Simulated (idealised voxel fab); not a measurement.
The document below concerns the process module designated voxel wiring stack.
Shown is cross-section cut, with a width of 180 nm and square cells of size 5 nm.
Reading order for cross-sections: top band down to bottom band. Underlying form: a grid of square cells. Band size: one or more rows of cells. Band: top height; bottom height; in nm. Then, left to right: material with width in nm, for each material. "edge to edge": a single material spanning edge to edge. "blank": empty space. Measure heights from 0. That's the level where, below it, the as-received wafer is all one material. The lowest band is bottomless and extends downward; write it as in "top 0, no bottom". Per-row width for "30..40": begins at first number (top row of band), ends at second number (bottom row), increment between rows held constant. A step reported as "remained the same" is a step in which no cell of the cross-section changed. Any empty space of 8 cells or more lacking an open way to the top shows up in "Unvented cavities" as width x height at distance, distance from the left edge, in nm. Heads up: the bit after the settings on a step's line is the simulator's remark on that step. overlay nm: how far to the right of its planned place the mask lay on this masked step (negative: to the left).

## These are the steps we planned for the process
1: RECEIVE (material Si)
2: CONFORMAL_DEP (material SiO2; thk nm 10)
3: DIRECTIONAL_DEP (material TiN; thk nm 5)
4: DIRECTIONAL_DEP (material W; thk nm 25)
5: DIRECTIONAL_DEP (material aC; thk nm 10)
6: PATTERN (tone cover; mask id METAL_1; material resist; width nm 25; pitch nm 45; thk nm 30; overlay nm 0)
7: DIRECTIONAL_ETCH (etch materials aC; depth nm 10)
8: STRIP (etch materials resist)
9: DIRECTIONAL_ETCH (etch materials W; depth nm 25)
10: DIRECTIONAL_ETCH (etch materials TiN; depth nm 5)
11: STRIP (etch materials aC)
12: CONFORMAL_DEP (material SiN; thk nm 5)
13: FILL_DEP (material lowk; thk nm 10)
14: CMP (height nm 40)
15: CONFORMAL_DEP (material SiCN; thk nm 5)
16: DIRECTIONAL_DEP (material lowk; thk nm 30)
17: DIRECTIONAL_DEP (material aC; thk nm 15)
18: PATTERN (tone open; mask id METAL_2_HOLES; material resist; width nm 15; pitch nm 45; thk nm 35; overlay nm 0)
19: DIRECTIONAL_ETCH (etch materials aC; depth nm 15)
20: STRIP (etch materials resist)
21: DIRECTIONAL_ETCH (etch materials lowk; depth nm 30)
22: STRIP (etch materials aC)
23: DIRECTIONAL_DEP (material aC; thk nm 15)
24: PATTERN (tone open; mask id METAL_2; material resist; width nm 25; pitch nm 45; thk nm 30; overlay nm 0)
25: DIRECTIONAL_ETCH (etch materials aC; depth nm 15)
26: STRIP (etch materials resist)
27: DIRECTIONAL_ETCH (etch materials lowk; depth nm 20)
28: DIRECTIONAL_ETCH (etch materials SiCN; depth nm 5)
29: STRIP (etch materials aC)
30: CONFORMAL_DEP (material TiN; thk nm 5)
31: FILL_DEP (material Cu; thk nm 5)
32: CMP (height nm 75)
33: CONFORMAL_DEP (material SiCN; thk nm 5)
34: DIRECTIONAL_DEP (material lowk; thk nm 25)
35: DIRECTIONAL_DEP (material aC; thk nm 10)
36: PATTERN (tone open; mask id METAL_3_HOLES; material resist; width nm 15; thk nm 25; overlay nm 0)
37: DIRECTIONAL_ETCH (etch materials aC; depth nm 10)
38: STRIP (etch materials resist)
39: DIRECTIONAL_ETCH (etch materials lowk; depth nm 25)
40: STRIP (etch materials aC)
41: PATTERN (tone open; mask id METAL_3; material resist; width nm 25; pitch nm 45; thk nm 20; overlay nm 0)
42: DIRECTIONAL_ETCH (etch materials lowk; depth nm 15)
43: DIRECTIONAL_ETCH (etch materials SiCN; depth nm 5)
44: STRIP (etch materials resist)
45: CONFORMAL_DEP (material TiN; thk nm 5)
46: FILL_DEP (material Cu; thk nm 10)
47: CMP (height nm 105)
48: CONFORMAL_DEP (material SiCN; thk nm 5)
49: DIRECTIONAL_DEP (material SiO2; thk nm 25)
50: MASKED_ETCH (tone open; mask id METAL_4_HOLES; width nm 15; etch materials SiO2; depth nm 25; overlay nm 0)
51: DIRECTIONAL_DEP (material aC; thk nm 15)
52: PATTERN (tone open; mask id METAL_4; material resist; width nm 25; pitch nm 45; thk nm 35; overlay nm 0)
53: DIRECTIONAL_ETCH (etch materials aC; depth nm 15)
54: STRIP (etch materials resist)
55: DIRECTIONAL_ETCH (etch materials SiO2; depth nm 15)
56: DIRECTIONAL_ETCH (etch materials SiCN; depth nm 5)
57: STRIP (etch materials aC)
58: CONFORMAL_DEP (material TiN; thk nm 5)
59: FILL_DEP (material Cu; thk nm 5)
60: CMP (height nm 135)
61: CONFORMAL_DEP (material SiCN; thk nm 5)

## What follows covers the first of two wafers; it ran as planned

## As-received wafer cross-section (after step 1)
> top 0, no bottom: Si edge to edge
> Unvented cavities: none

## After step 2, in cross-section
> top 10, bottom 0: SiO2 edge to edge
> Heights below 0 show no change.

## After step 3, in cross-section
> top 15, bottom 10: TiN edge to edge
> Heights below 10 show no change.

## After step 4, in cross-section
> top 40, bottom 15: W edge to edge
> Heights below 15 show no change.

## After step 5, in cross-section
> top 50, bottom 40: aC edge to edge
> Heights below 40 show no change.

## After step 6, in cross-section
> top 80, bottom 50: 55 blank | 25 resist | 20 blank | 25 resist | 55 blank
> Heights below 50 show no change.

## After step 7, in cross-section
> top 70, bottom 50: 55 blank | 25 resist | 20 blank | 25 resist | 55 blank
> top 50, bottom 40: 55 blank | 25 aC | 20 blank | 25 aC | 55 blank
> Heights below 40 show no change.

## After step 8, in cross-section
> top 50, bottom 40: 55 blank | 25 aC | 20 blank | 25 aC | 55 blank
> Heights below 40 show no change.

## After step 9, in cross-section
> top 50, bottom 40: 55 blank | 25 aC | 20 blank | 25 aC | 55 blank
> top 40, bottom 15: 55 blank | 25 W | 20 blank | 25 W | 55 blank
> Heights below 15 show no change.

## After step 10, in cross-section
> top 50, bottom 40: 55 blank | 25 aC | 20 blank | 25 aC | 55 blank
> top 40, bottom 15: 55 blank | 25 W | 20 blank | 25 W | 55 blank
> top 15, bottom 10: 55 blank | 25 TiN | 20 blank | 25 TiN | 55 blank
> Heights below 10 show no change.

## After step 11, in cross-section
> top 40, bottom 15: 55 blank | 25 W | 20 blank | 25 W | 55 blank
> Heights below 15 show no change.

## After step 12, in cross-section
> top 45, bottom 40: 50 blank | 35 SiN | 10 blank | 35 SiN | 50 blank
> top 40, bottom 15: 50 blank | 5 SiN | 25 W | 5 SiN | 10 blank | 5 SiN | 25 W | 5 SiN | 50 blank
> top 15, bottom 10: 55 SiN | 25 TiN | 20 SiN | 25 TiN | 55 SiN
> Heights below 10 show no change.

## After step 13, in cross-section
> top 55, bottom 45: lowk edge to edge
> top 45, bottom 40: 50 lowk | 35 SiN | 10 lowk | 35 SiN | 50 lowk
> top 40, bottom 15: 50 lowk | 5 SiN | 25 W | 5 SiN | 10 lowk | 5 SiN | 25 W | 5 SiN | 50 lowk
> Heights below 15 show no change.

## After step 14, in cross-section
> top 40, bottom 15: 50 lowk | 5 SiN | 25 W | 5 SiN | 10 lowk | 5 SiN | 25 W | 5 SiN | 50 lowk
> Heights below 15 show no change.

## After step 15, in cross-section
> top 45, bottom 40: SiCN edge to edge
> Heights below 40 show no change.

## After step 16, in cross-section
> top 75, bottom 45: lowk edge to edge
> Heights below 45 show no change.

## After step 17, in cross-section
> top 90, bottom 75: aC edge to edge
> Heights below 75 show no change.

## After step 18, in cross-section
> top 125, bottom 90: 55 resist | 15 blank | 30 resist | 15 blank | 65 resist
> Heights below 90 show no change.

## After step 19, in cross-section
> top 110, bottom 90: 55 resist | 15 blank | 30 resist | 15 blank | 65 resist
> top 90, bottom 75: 55 aC | 15 blank | 30 aC | 15 blank | 65 aC
> Heights below 75 show no change.

## After step 20, in cross-section
> top 90, bottom 75: 55 aC | 15 blank | 30 aC | 15 blank | 65 aC
> Heights below 75 show no change.

## After step 21, in cross-section
> top 90, bottom 75: 55 aC | 15 blank | 30 aC | 15 blank | 65 aC
> top 75, bottom 45: 55 lowk | 15 blank | 30 lowk | 15 blank | 65 lowk
> Heights below 45 show no change.

## After step 22, in cross-section
> top 75, bottom 45: 55 lowk | 15 blank | 30 lowk | 15 blank | 65 lowk
> Heights below 45 show no change.

## After step 23, in cross-section
> top 90, bottom 75: 55 aC | 15 blank | 30 aC | 15 blank | 65 aC
> top 75, bottom 60: 55 lowk | 15 blank | 30 lowk | 15 blank | 65 lowk
> top 60, bottom 45: 55 lowk | 15 aC | 30 lowk | 15 aC | 65 lowk
> Heights below 45 show no change.

## After step 24, in cross-section
> top 120, bottom 90: 55 resist | 25 blank | 20 resist | 25 blank | 55 resist
> Heights below 90 show no change.

## After step 25, in cross-section
> top 105, bottom 90: 55 resist | 25 blank | 20 resist | 25 blank | 55 resist
> top 90, bottom 75: 55 aC | 25 blank | 20 aC | 25 blank | 55 aC
> top 75, bottom 45: 55 lowk | 15 blank | 30 lowk | 15 blank | 65 lowk
> Heights below 45 show no change.

## After step 26, in cross-section
> top 90, bottom 75: 55 aC | 25 blank | 20 aC | 25 blank | 55 aC
> Heights below 75 show no change.

## After step 27, in cross-section
> top 90, bottom 75: 55 aC | 25 blank | 20 aC | 25 blank | 55 aC
> top 75, bottom 55: 55 lowk | 25 blank | 20 lowk | 25 blank | 55 lowk
> Heights below 55 show no change.

## After step 28, in cross-section
> top 90, bottom 75: 55 aC | 25 blank | 20 aC | 25 blank | 55 aC
> top 75, bottom 55: 55 lowk | 25 blank | 20 lowk | 25 blank | 55 lowk
> top 55, bottom 45: 55 lowk | 15 blank | 30 lowk | 15 blank | 65 lowk
> top 45, bottom 40: 55 SiCN | 15 blank | 30 SiCN | 15 blank | 65 SiCN
> Heights below 40 show no change.

## After step 29, in cross-section
> top 75, bottom 55: 55 lowk | 25 blank | 20 lowk | 25 blank | 55 lowk
> Heights below 55 show no change.

## After step 30, in cross-section
> top 80, bottom 75: 60 TiN | 15 blank | 30 TiN | 15 blank | 60 TiN
> top 75, bottom 60: 55 lowk | 5 TiN | 15 blank | 5 TiN | 20 lowk | 5 TiN | 15 blank | 5 TiN | 55 lowk
> top 60, bottom 55: 55 lowk | 5 TiN | 5 blank | 15 TiN | 20 lowk | 5 TiN | 5 blank | 15 TiN | 55 lowk
> top 55, bottom 45: 55 lowk | 5 TiN | 5 blank | 5 TiN | 30 lowk | 5 TiN | 5 blank | 5 TiN | 65 lowk
> top 45, bottom 40: 55 SiCN | 15 TiN | 30 SiCN | 15 TiN | 65 SiCN
> Heights below 40 show no change.

## After step 31, in cross-section
> top 85, bottom 80: Cu edge to edge
> top 80, bottom 75: 60 TiN | 15 Cu | 30 TiN | 15 Cu | 60 TiN
> top 75, bottom 60: 55 lowk | 5 TiN | 15 Cu | 5 TiN | 20 lowk | 5 TiN | 15 Cu | 5 TiN | 55 lowk
> top 60, bottom 55: 55 lowk | 5 TiN | 5 Cu | 15 TiN | 20 lowk | 5 TiN | 5 Cu | 15 TiN | 55 lowk
> top 55, bottom 45: 55 lowk | 5 TiN | 5 Cu | 5 TiN | 30 lowk | 5 TiN | 5 Cu | 5 TiN | 65 lowk
> Heights below 45 show no change.

## After step 32, in cross-section
> top 75, bottom 60: 55 lowk | 5 TiN | 15 Cu | 5 TiN | 20 lowk | 5 TiN | 15 Cu | 5 TiN | 55 lowk
> Heights below 60 show no change.

## After step 33, in cross-section
> top 80, bottom 75: SiCN edge to edge
> Heights below 75 show no change.

## After step 34, in cross-section
> top 105, bottom 80: lowk edge to edge
> Heights below 80 show no change.

## After step 35, in cross-section
> top 115, bottom 105: aC edge to edge
> Heights below 105 show no change.

## After step 36, in cross-section
> top 140, bottom 115: 55 resist | 15 blank | 110 resist
> Heights below 115 show no change.

## After step 37, in cross-section
> top 130, bottom 115: 55 resist | 15 blank | 110 resist
> top 115, bottom 105: 55 aC | 15 blank | 110 aC
> Heights below 105 show no change.

## After step 38, in cross-section
> top 115, bottom 105: 55 aC | 15 blank | 110 aC
> Heights below 105 show no change.

## After step 39, in cross-section
> top 115, bottom 105: 55 aC | 15 blank | 110 aC
> top 105, bottom 80: 55 lowk | 15 blank | 110 lowk
> Heights below 80 show no change.

## After step 40, in cross-section
> top 105, bottom 80: 55 lowk | 15 blank | 110 lowk
> Heights below 80 show no change.

## After step 41, in cross-section
> top 125, bottom 105: 55 resist | 25 blank | 20 resist | 25 blank | 55 resist
> Heights below 105 show no change.

## After step 42, in cross-section
> top 125, bottom 105: 55 resist | 25 blank | 20 resist | 25 blank | 55 resist
> top 105, bottom 90: 55 lowk | 25 blank | 20 lowk | 25 blank | 55 lowk
> Heights below 90 show no change.

## After step 43, in cross-section
> top 125, bottom 105: 55 resist | 25 blank | 20 resist | 25 blank | 55 resist
> top 105, bottom 90: 55 lowk | 25 blank | 20 lowk | 25 blank | 55 lowk
> top 90, bottom 80: 55 lowk | 15 blank | 110 lowk
> top 80, bottom 75: 55 SiCN | 15 blank | 110 SiCN
> Heights below 75 show no change.

## After step 44, in cross-section
> top 105, bottom 90: 55 lowk | 25 blank | 20 lowk | 25 blank | 55 lowk
> Heights below 90 show no change.

## After step 45, in cross-section
> top 110, bottom 105: 60 TiN | 15 blank | 30 TiN | 15 blank | 60 TiN
> top 105, bottom 95: 55 lowk | 5 TiN | 15 blank | 5 TiN | 20 lowk | 5 TiN | 15 blank | 5 TiN | 55 lowk
> top 95, bottom 90: 55 lowk | 5 TiN | 5 blank | 15 TiN | 20 lowk | 25 TiN | 55 lowk
> top 90, bottom 80: 55 lowk | 5 TiN | 5 blank | 5 TiN | 110 lowk
> top 80, bottom 75: 55 SiCN | 15 TiN | 110 SiCN
> Heights below 75 show no change.

## After step 46, in cross-section
> top 120, bottom 110: Cu edge to edge
> top 110, bottom 105: 60 TiN | 15 Cu | 30 TiN | 15 Cu | 60 TiN
> top 105, bottom 95: 55 lowk | 5 TiN | 15 Cu | 5 TiN | 20 lowk | 5 TiN | 15 Cu | 5 TiN | 55 lowk
> top 95, bottom 90: 55 lowk | 5 TiN | 5 Cu | 15 TiN | 20 lowk | 25 TiN | 55 lowk
> top 90, bottom 80: 55 lowk | 5 TiN | 5 Cu | 5 TiN | 110 lowk
> Heights below 80 show no change.

## After step 47, in cross-section
> top 105, bottom 95: 55 lowk | 5 TiN | 15 Cu | 5 TiN | 20 lowk | 5 TiN | 15 Cu | 5 TiN | 55 lowk
> Heights below 95 show no change.

## After step 48, in cross-section
> top 110, bottom 105: SiCN edge to edge
> Heights below 105 show no change.

## After step 49, in cross-section
> top 135, bottom 110: SiO2 edge to edge
> Heights below 110 show no change.

## After step 50, in cross-section
> top 135, bottom 110: 55 SiO2 | 15 blank | 110 SiO2
> Heights below 110 show no change.

## After step 51, in cross-section
> top 150, bottom 135: 55 aC | 15 blank | 110 aC
> top 135, bottom 125: 55 SiO2 | 15 blank | 110 SiO2
> top 125, bottom 110: 55 SiO2 | 15 aC | 110 SiO2
> Heights below 110 show no change.

## After step 52, in cross-section
> top 185, bottom 150: 55 resist | 25 blank | 20 resist | 25 blank | 55 resist
> Heights below 150 show no change.

## After step 53, in cross-section
> top 170, bottom 150: 55 resist | 25 blank | 20 resist | 25 blank | 55 resist
> top 150, bottom 135: 55 aC | 25 blank | 20 aC | 25 blank | 55 aC
> top 135, bottom 110: 55 SiO2 | 15 blank | 110 SiO2
> Heights below 110 show no change.

## After step 54, in cross-section
> top 150, bottom 135: 55 aC | 25 blank | 20 aC | 25 blank | 55 aC
> Heights below 135 show no change.

## After step 55, in cross-section
> top 150, bottom 135: 55 aC | 25 blank | 20 aC | 25 blank | 55 aC
> top 135, bottom 120: 55 SiO2 | 25 blank | 20 SiO2 | 25 blank | 55 SiO2
> Heights below 120 show no change.

## After step 56, in cross-section
> top 150, bottom 135: 55 aC | 25 blank | 20 aC | 25 blank | 55 aC
> top 135, bottom 120: 55 SiO2 | 25 blank | 20 SiO2 | 25 blank | 55 SiO2
> top 120, bottom 110: 55 SiO2 | 15 blank | 110 SiO2
> top 110, bottom 105: 55 SiCN | 15 blank | 110 SiCN
> Heights below 105 show no change.

## After step 57, in cross-section
> top 135, bottom 120: 55 SiO2 | 25 blank | 20 SiO2 | 25 blank | 55 SiO2
> Heights below 120 show no change.

## After step 58, in cross-section
> top 140, bottom 135: 60 TiN | 15 blank | 30 TiN | 15 blank | 60 TiN
> top 135, bottom 125: 55 SiO2 | 5 TiN | 15 blank | 5 TiN | 20 SiO2 | 5 TiN | 15 blank | 5 TiN | 55 SiO2
> top 125, bottom 120: 55 SiO2 | 5 TiN | 5 blank | 15 TiN | 20 SiO2 | 25 TiN | 55 SiO2
> top 120, bottom 110: 55 SiO2 | 5 TiN | 5 blank | 5 TiN | 110 SiO2
> top 110, bottom 105: 55 SiCN | 15 TiN | 110 SiCN
> Heights below 105 show no change.

## After step 59, in cross-section
> top 145, bottom 140: Cu edge to edge
> top 140, bottom 135: 60 TiN | 15 Cu | 30 TiN | 15 Cu | 60 TiN
> top 135, bottom 125: 55 SiO2 | 5 TiN | 15 Cu | 5 TiN | 20 SiO2 | 5 TiN | 15 Cu | 5 TiN | 55 SiO2
> top 125, bottom 120: 55 SiO2 | 5 TiN | 5 Cu | 15 TiN | 20 SiO2 | 25 TiN | 55 SiO2
> top 120, bottom 110: 55 SiO2 | 5 TiN | 5 Cu | 5 TiN | 110 SiO2
> Heights below 110 show no change.

## After step 60, in cross-section
> top 135, bottom 125: 55 SiO2 | 5 TiN | 15 Cu | 5 TiN | 20 SiO2 | 5 TiN | 15 Cu | 5 TiN | 55 SiO2
> Heights below 125 show no change.

## After step 61, in cross-section
> top 140, bottom 135: SiCN edge to edge
> Heights below 135 show no change.

## The second wafer was prepared from the same starting point and under the same plan as the first; its processing contained one mistake, and it remains indistinguishable from the first wafer up to and including step 40

## Second wafer shown in cross-section at the time step 41 was slated to end
> top 125, bottom 105: 60 resist | 20 blank | 25 resist | 20 blank | 55 resist
> top 105, bottom 80: 55 lowk | 5 resist | 10 blank | 110 lowk
> Heights below 80 show no change.

## Second wafer shown in cross-section at the time step 42 was slated to end
> top 125, bottom 105: 60 resist | 20 blank | 25 resist | 20 blank | 55 resist
> top 105, bottom 90: 55 lowk | 5 resist | 20 blank | 25 lowk | 20 blank | 55 lowk
> Heights below 90 show no change.

## Second wafer shown in cross-section at the time step 43 was slated to end
> top 125, bottom 105: 60 resist | 20 blank | 25 resist | 20 blank | 55 resist
> top 105, bottom 90: 55 lowk | 5 resist | 20 blank | 25 lowk | 20 blank | 55 lowk
> top 90, bottom 80: 55 lowk | 5 resist | 10 blank | 110 lowk
> top 80, bottom 75: 60 SiCN | 10 blank | 110 SiCN
> Heights below 75 show no change.

## Second wafer shown in cross-section at the time step 44 was slated to end
> top 105, bottom 90: 55 lowk | 25 blank | 25 lowk | 20 blank | 55 lowk
> top 90, bottom 80: 55 lowk | 15 blank | 110 lowk
> Heights below 80 show no change.

## Second wafer shown in cross-section at the time step 45 was slated to end
> top 110, bottom 105: 60 TiN | 15 blank | 35 TiN | 10 blank | 60 TiN
> top 105, bottom 95: 55 lowk | 5 TiN | 15 blank | 5 TiN | 25 lowk | 5 TiN | 10 blank | 5 TiN | 55 lowk
> top 95, bottom 90: 55 lowk | 5 TiN | 5 blank | 15 TiN | 25 lowk | 20 TiN | 55 lowk
> top 90, bottom 85: 55 lowk | 5 TiN | 5 blank | 5 TiN | 110 lowk
> top 85, bottom 80: 55 lowk | 15 TiN | 110 lowk
> top 80, bottom 75: 60 SiCN | 10 TiN | 110 SiCN
> Heights below 75 show no change.

## Second wafer shown in cross-section at the time step 46 was slated to end
> top 120, bottom 110: Cu edge to edge
> top 110, bottom 105: 60 TiN | 15 Cu | 35 TiN | 10 Cu | 60 TiN
> top 105, bottom 95: 55 lowk | 5 TiN | 15 Cu | 5 TiN | 25 lowk | 5 TiN | 10 Cu | 5 TiN | 55 lowk
> top 95, bottom 90: 55 lowk | 5 TiN | 5 Cu | 15 TiN | 25 lowk | 20 TiN | 55 lowk
> top 90, bottom 85: 55 lowk | 5 TiN | 5 Cu | 5 TiN | 110 lowk
> Heights below 85 show no change.

## Second wafer shown in cross-section at the time step 47 was slated to end
> top 105, bottom 95: 55 lowk | 5 TiN | 15 Cu | 5 TiN | 25 lowk | 5 TiN | 10 Cu | 5 TiN | 55 lowk
> Heights below 95 show no change.

## Second wafer shown in cross-section at the time step 48 was slated to end
> top 110, bottom 105: SiCN edge to edge
> Heights below 105 show no change.

## Second wafer shown in cross-section at the time step 49 was slated to end
> top 135, bottom 110: SiO2 edge to edge
> Heights below 110 show no change.

## Second wafer shown in cross-section at the time step 50 was slated to end
> top 135, bottom 110: 55 SiO2 | 15 blank | 110 SiO2
> Heights below 110 show no change.

## Second wafer shown in cross-section at the time step 51 was slated to end
> top 150, bottom 135: 55 aC | 15 blank | 110 aC
> top 135, bottom 125: 55 SiO2 | 15 blank | 110 SiO2
> top 125, bottom 110: 55 SiO2 | 15 aC | 110 SiO2
> Heights below 110 show no change.

## Second wafer shown in cross-section at the time step 52 was slated to end
> top 185, bottom 150: 55 resist | 25 blank | 20 resist | 25 blank | 55 resist
> Heights below 150 show no change.

## Second wafer shown in cross-section at the time step 53 was slated to end
> top 170, bottom 150: 55 resist | 25 blank | 20 resist | 25 blank | 55 resist
> top 150, bottom 135: 55 aC | 25 blank | 20 aC | 25 blank | 55 aC
> top 135, bottom 110: 55 SiO2 | 15 blank | 110 SiO2
> Heights below 110 show no change.

## Second wafer shown in cross-section at the time step 54 was slated to end
> top 150, bottom 135: 55 aC | 25 blank | 20 aC | 25 blank | 55 aC
> Heights below 135 show no change.

## Second wafer shown in cross-section at the time step 55 was slated to end
> top 150, bottom 135: 55 aC | 25 blank | 20 aC | 25 blank | 55 aC
> top 135, bottom 120: 55 SiO2 | 25 blank | 20 SiO2 | 25 blank | 55 SiO2
> Heights below 120 show no change.

## Second wafer shown in cross-section at the time step 56 was slated to end
> top 150, bottom 135: 55 aC | 25 blank | 20 aC | 25 blank | 55 aC
> top 135, bottom 120: 55 SiO2 | 25 blank | 20 SiO2 | 25 blank | 55 SiO2
> top 120, bottom 110: 55 SiO2 | 15 blank | 110 SiO2
> top 110, bottom 105: 55 SiCN | 15 blank | 110 SiCN
> Heights below 105 show no change.

## Second wafer shown in cross-section at the time step 57 was slated to end
> top 135, bottom 120: 55 SiO2 | 25 blank | 20 SiO2 | 25 blank | 55 SiO2
> Heights below 120 show no change.

## Second wafer shown in cross-section at the time step 58 was slated to end
> top 140, bottom 135: 60 TiN | 15 blank | 30 TiN | 15 blank | 60 TiN
> top 135, bottom 125: 55 SiO2 | 5 TiN | 15 blank | 5 TiN | 20 SiO2 | 5 TiN | 15 blank | 5 TiN | 55 SiO2
> top 125, bottom 120: 55 SiO2 | 5 TiN | 5 blank | 15 TiN | 20 SiO2 | 25 TiN | 55 SiO2
> top 120, bottom 110: 55 SiO2 | 5 TiN | 5 blank | 5 TiN | 110 SiO2
> top 110, bottom 105: 55 SiCN | 15 TiN | 110 SiCN
> Heights below 105 show no change.

## Second wafer shown in cross-section at the time step 59 was slated to end
> top 145, bottom 140: Cu edge to edge
> top 140, bottom 135: 60 TiN | 15 Cu | 30 TiN | 15 Cu | 60 TiN
> top 135, bottom 125: 55 SiO2 | 5 TiN | 15 Cu | 5 TiN | 20 SiO2 | 5 TiN | 15 Cu | 5 TiN | 55 SiO2
> top 125, bottom 120: 55 SiO2 | 5 TiN | 5 Cu | 15 TiN | 20 SiO2 | 25 TiN | 55 SiO2
> top 120, bottom 110: 55 SiO2 | 5 TiN | 5 Cu | 5 TiN | 110 SiO2
> Heights below 110 show no change.

## Second wafer shown in cross-section at the time step 60 was slated to end
> top 135, bottom 125: 55 SiO2 | 5 TiN | 15 Cu | 5 TiN | 20 SiO2 | 5 TiN | 15 Cu | 5 TiN | 55 SiO2
> Heights below 125 show no change.

## Second wafer shown in cross-section at the time step 61 was slated to end
> top 140, bottom 135: SiCN edge to edge
> Heights below 135 show no change.
The plan and the run diverged here: step 41 was run on a setting that differed from the plan, and what really ran there is PATTERN (tone open; mask id METAL_3; material resist; width nm 20; pitch nm 45; thk nm 20; overlay nm 0)
Bottom line after processing is that, in cells, the second wafer is up or down on some materials versus the first: Cu -3; SiCN +1; TiN -1; lowk +3
